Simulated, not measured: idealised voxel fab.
Presented below is a process module, voxel trench capacitor.
The figure presents cross-section cut, which has a width of 210 nm and is divided into square cells with an edge length of 5 nm.
Each cross-section below is a grid of square cells, stated as bands in top-down order, with one or more rows of cells making up each band.
The band entry comprises the height of the band's top followed by the height of its bottom, expressed in nm, and subsequently the band's materials from left to right, each stated together with its width in nm. Where a single material is marked with the word "full width", that material fills the band from edge to edge. The word "blank" represents empty space.
The reference from which all heights are counted is 0, the level beneath which the as-received wafer is entirely one material; the lowest band, having no lower bound, proceeds downward and is written after the example "top 0, no bottom".
Quick explanation for "30..40": the width changes in equal steps down the rows of cells, from the first number in the band's top row to the second number in its bottom row.
Key: "no modification" - step with no changed cell in the cross-section.
Entry "Closed void entries" = empty spaces >= 8 cells with no open way to the top; each as width x height at distance, distance from left edge, all nm.
Read whatever lies past the settings on a step's line as the simulator's own remark about the step.
"overlay nm" denotes, for a step that has a mask, the displacement of the mask to the right of its planned place, with negative values corresponding to the left.
Process steps - plan
step 1: op RECEIVE | material Si
step 2: op CONFORMAL_DEP | material SiN | thk nm 10
step 3: op DIRECTIONAL_DEP | material aC | thk nm 10
step 4: op PATTERN | tone open | mask id TRENCH | material resist | width nm 15 | pitch nm 30 | thk nm 30 | overlay nm 0
step 5: op DIRECTIONAL_ETCH | etch materials aC | depth nm 10
step 6: op STRIP | etch materials resist
step 7: op DIRECTIONAL_ETCH | etch materials SiN | depth nm 10
step 8: op DIRECTIONAL_ETCH | etch materials Si | depth nm 30
step 9: op STRIP | etch materials aC
step 10: op CONFORMAL_DEP | material SiO2 | thk nm 5
step 11: op FILL_DEP | material polySi | thk nm 10
step 12: op CMP | height nm 10
This is the cross-section of the wafer as we received it, i.e. after step 1
> top 0, no bottom: Si full width
> Closed void entries: none
Wafer cross-section at module end: first of two, run to plan
> top 10, bottom 0: SiN=65 | SiO2=5 | polySi=5 | SiO2=5 | SiN=15 | SiO2=5 | polySi=5 | SiO2=5 | SiN=15 | SiO2=5 | polySi=5 | SiO2=5 | SiN=70
> top 0, bottom -25: Si=65 | SiO2=5 | polySi=5 | SiO2=5 | Si=15 | SiO2=5 | polySi=5 | SiO2=5 | Si=15 | SiO2=5 | polySi=5 | SiO2=5 | Si=70
> top -25, bottom -30: Si=65 | SiO2=15 | Si=15 | SiO2=15 | Si=15 | SiO2=15 | Si=70
> top -30, no bottom: Si full width
> Closed void entries: none
Presented here is a cross-section of the second of the two wafers as it stood at the end of the module. It was started in the same manner and assigned the same plan as the first wafer; however, one mistake was made in its execution
> top 25, bottom 15: polySi full width
> top 15, bottom 10: SiO2=70 | polySi=5 | SiO2=25 | polySi=5 | SiO2=25 | polySi=5 | SiO2=75
> top 10, bottom 0: SiN=65 | SiO2=5 | polySi=5 | SiO2=5 | SiN=15 | SiO2=5 | polySi=5 | SiO2=5 | SiN=15 | SiO2=5 | polySi=5 | SiO2=5 | SiN=70
> top 0, bottom -25: Si=65 | SiO2=5 | polySi=5 | SiO2=5 | Si=15 | SiO2=5 | polySi=5 | SiO2=5 | Si=15 | SiO2=5 | polySi=5 | SiO2=5 | Si=70
> top -25, bottom -30: Si=65 | SiO2=15 | Si=15 | SiO2=15 | Si=15 | SiO2=15 | Si=70
> top -30, no bottom: Si full width
> Closed void entries: none
So what did we get wrong on this run? step 12 of the plan got skipped, so it never ran
Wafer comparison, final, in cells, second relative to first, materials more or fewer: 39 more of SiO2 | 87 more of polySi
